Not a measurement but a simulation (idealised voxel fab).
process module | voxel capacitor over wiring
cross-section cut | 165 nm wide | cells 5 nm
A cross-section is a grid of square cells, given in bands from the top down. A band is one or more rows of cells.
Each band's line starts with the height of the band's top and of its bottom, in nm. Then come its materials from left to right, each with its width in nm. One material with "throughout" fills the band from edge to edge. "air" is empty space.
Height 0 is the level under which the wafer as received is all one material. The lowest band goes on downwards, as in "0 down".
A width such as "30 to 40" changes by the same amount from each row of cells to the next, from the band's top row to its bottom row.
"no change" after a step means that no cell of the cross-section changed.
closed voids: empty space of 8 cells or more with no open way to the top, each as width x height at its distance from the left edge, in nm
after a step's settings: what the simulator itself notes on the step
overlay nm, on a step with a mask: how far to the right of its planned place the mask lay; to the left if negative
plan
1 op RECEIVE | material Si
2 op CONFORMAL_DEP | material SiO2 | thk nm 15
3 op DIRECTIONAL_DEP | material TiN | thk nm 5
4 op DIRECTIONAL_DEP | material W | thk nm 15
5 op DIRECTIONAL_DEP | material aC | thk nm 10
6 op PATTERN | tone cover | mask id METAL_1 | material resist | width nm 30 | pitch nm 80 | thk nm 25 | overlay nm 0
7 op DIRECTIONAL_ETCH | etch materials aC | depth nm 10
8 op STRIP | etch materials resist
9 op DIRECTIONAL_ETCH | etch materials W | depth nm 15
10 op DIRECTIONAL_ETCH | etch materials TiN | depth nm 5
11 op STRIP | etch materials aC
12 op CONFORMAL_DEP | material SiCN | thk nm 5
13 op FILL_DEP | material lowk | thk nm 5
14 op CMP | height nm 35
15 op CONFORMAL_DEP | material SiCN | thk nm 5
16 op DIRECTIONAL_DEP | material SiO2 | thk nm 15
17 op MASKED_ETCH | tone open | mask id PLUG_1 | width nm 15 | etch materials SiO2 | depth nm 15 | overlay nm 0
18 op MASKED_ETCH | tone open | mask id PLUG_1 | width nm 15 | etch materials SiCN | depth nm 5 | overlay nm 0
19 op EPI | material Ru | thk nm 10
20 op EPI | material Ru | thk nm 10
21 op DIRECTIONAL_DEP | material TiN | thk nm 10
22 op DIRECTIONAL_DEP | material SiN | thk nm 5
23 op DIRECTIONAL_DEP | material TiN | thk nm 5
24 op PATTERN | tone cover | mask id UPPER_PLATE | material resist | width nm 55 | thk nm 15 | overlay nm 0
25 op DIRECTIONAL_ETCH | etch materials TiN | depth nm 5
26 op DIRECTIONAL_ETCH | etch materials SiN | depth nm 5
27 op STRIP | etch materials resist
28 op MASKED_ETCH | tone cover | mask id LOWER_PLATE | width nm 65 | etch materials TiN | depth nm 10 | overlay nm 0
29 op FILL_DEP | material SiO2 | thk nm 15
30 op CMP | height nm 85
31 op MASKED_ETCH | tone open | mask id PLUG_2 | width nm 15 | etch materials SiO2 | depth nm 10 | overlay nm 0
32 op CONFORMAL_DEP | material TiN | thk nm 5
33 op FILL_DEP | material Cu | thk nm 5
34 op CMP | height nm 85
35 op CONFORMAL_DEP | material SiN | thk nm 5
as received, after step 1
  0 down: Si throughout
  closed voids: none
first wafer at the end, as planned
  90 to 85: SiN throughout
  85 to 80: SiO2 50 | TiN 5 | Cu 5 | TiN 5 | SiO2 100
  80 to 70: SiO2 50 to 40 | TiN 15 to 55 | SiO2 100 to 70
  70 to 65: SiO2 40 | SiN 55 | SiO2 70
  65 to 55: SiO2 35 | TiN 65 | SiO2 65
  55 to 40: SiO2 40 | Ru 15 | SiO2 110
  40 to 35: SiCN 40 | Ru 15 | SiCN 110
  35 to 20: lowk 20 | SiCN 5 | W 30 | SiCN 5 | lowk 40 | SiCN 5 | W 30 | SiCN 5 | lowk 25
  20 to 15: SiCN 25 | TiN 30 | SiCN 50 | TiN 30 | SiCN 30
  15 to 0: SiO2 throughout
  0 down: Si throughout
  closed voids: none
second wafer at the end: like start, like plan, one mistake
  90 to 85: SiN throughout
  85 to 80: SiO2 50 | TiN 5 | Cu 5 | TiN 5 | SiO2 100
  80 to 75: SiO2 50 | TiN 15 | SiO2 100
  75 to 70: SiO2 throughout
  70 to 65: SiO2 40 | TiN 55 | SiO2 70
  65 to 60: SiO2 40 | SiN 55 | SiO2 70
  60 to 55: SiO2 35 | TiN 65 | SiO2 65
  55 to 40: SiO2 40 | Ru 15 | SiO2 110
  40 to 35: SiCN 40 | Ru 15 | SiCN 110
  35 to 20: lowk 20 | SiCN 5 | W 30 | SiCN 5 | lowk 40 | SiCN 5 | W 30 | SiCN 5 | lowk 25
  20 to 15: SiCN 25 | TiN 30 | SiCN 50 | TiN 30 | SiCN 30
  15 to 0: SiO2 throughout
  0 down: Si throughout
  closed voids: none
what went wrong: step 21 ran as: op DIRECTIONAL_DEP | material TiN | thk nm 5
at the end the second wafer has, in cells: 13 more of SiO2 | 13 fewer of TiN
